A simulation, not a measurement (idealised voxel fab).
process module | voxel released beams
The cross-section shown here is cut; it is 170 nm wide and divided into square cells measuring 5 nm on a side.
How to read a cross-section here: the picture is a grid of square cells, written as bands going from the top down, and any band can span one or more rows of cells. What a band's entry tells you: where the top is and where the bottom is, as heights in nm, and after that what lies inside, material by material from left to right, each with its width in nm. Empty space is written as the word "empty", and a single material marked with the word "edge to edge" occupies the band from edge to edge. The level at which height equals 0 is the one under which the wafer, as it arrives, is entirely one material. No lower edge exists for the bottom band, which continues downward and is notated as in "0 down". You'd read "30->40" like this: the band's top row of cells is as wide as the first number, its bottom row is as wide as the second, and going down, every row changes width by the same amount as the row before did. What does "remained the same" mean for a step? It means no cell of the cross-section changed in that step. The entry "Closed void entries" lists the empty spaces that cover at least 8 cells and have no open path to the top. Each is written as width x height at distance, where the distance is measured from the left edge and all three values are in nm. Read whatever lies past the settings on a step's line as the simulator's own remark about the step. Regarding "overlay nm": on a step with a mask, it is the distance the mask lay to the right of its planned place; a negative value places it to the left.

The following list gives the planned process steps:
1: RECEIVE (material Si)
2: CONFORMAL_DEP (material SiN; thk nm 5)
3: DIRECTIONAL_DEP (material SiO2; thk nm 10)
4: DIRECTIONAL_DEP (material aC; thk nm 10)
5: PATTERN (tone open; mask id ANCHOR; material resist; width nm 25; thk nm 25; overlay nm 0)
6: DIRECTIONAL_ETCH (etch materials aC; depth nm 10)
7: STRIP (etch materials resist)
8: DIRECTIONAL_ETCH (etch materials SiO2; depth nm 10)
9: STRIP (etch materials aC)
10: CONFORMAL_DEP (material TiN; thk nm 10)
11: DIRECTIONAL_DEP (material aC; thk nm 15)
12: PATTERN (tone cover; mask id BEAM; material resist; width nm 85; thk nm 35; overlay nm 0)
13: DIRECTIONAL_ETCH (etch materials aC; depth nm 15)
14: STRIP (etch materials resist)
15: DIRECTIONAL_ETCH (etch materials TiN; depth nm 10)
16: STRIP (etch materials aC)
17: STRIP (etch materials SiO2)

Cross-section: wafer on arrival = after step 1:
    0 down = Si edge to edge
    Closed void entries: none

Run as planned - first of the two wafers cross-sectioned at the end of the module:
    25 to 15 = empty (40)  TiN (15)  empty (5)  TiN (65)  empty (45)
    15 to 5 = empty (45)  TiN (25)  empty (100)
    5 to 0 = SiN edge to edge
    0 down = Si edge to edge
    Closed void entries: none

Wafer two, end of module, cross-section. Same start, same plan as wafer one. One mistake in the run:
    20 to 10 = empty (40)  TiN (15)  empty (5)  TiN (65)  empty (45)
    10 to 0 = empty (45)  TiN (25)  empty (100)
    0 down = Si edge to edge
    Closed void entries: none
Short version of what went wrong: step 2 of the plan was excluded from execution and never run
at the end the second wafer has, in cells: 34 fewer of SiN
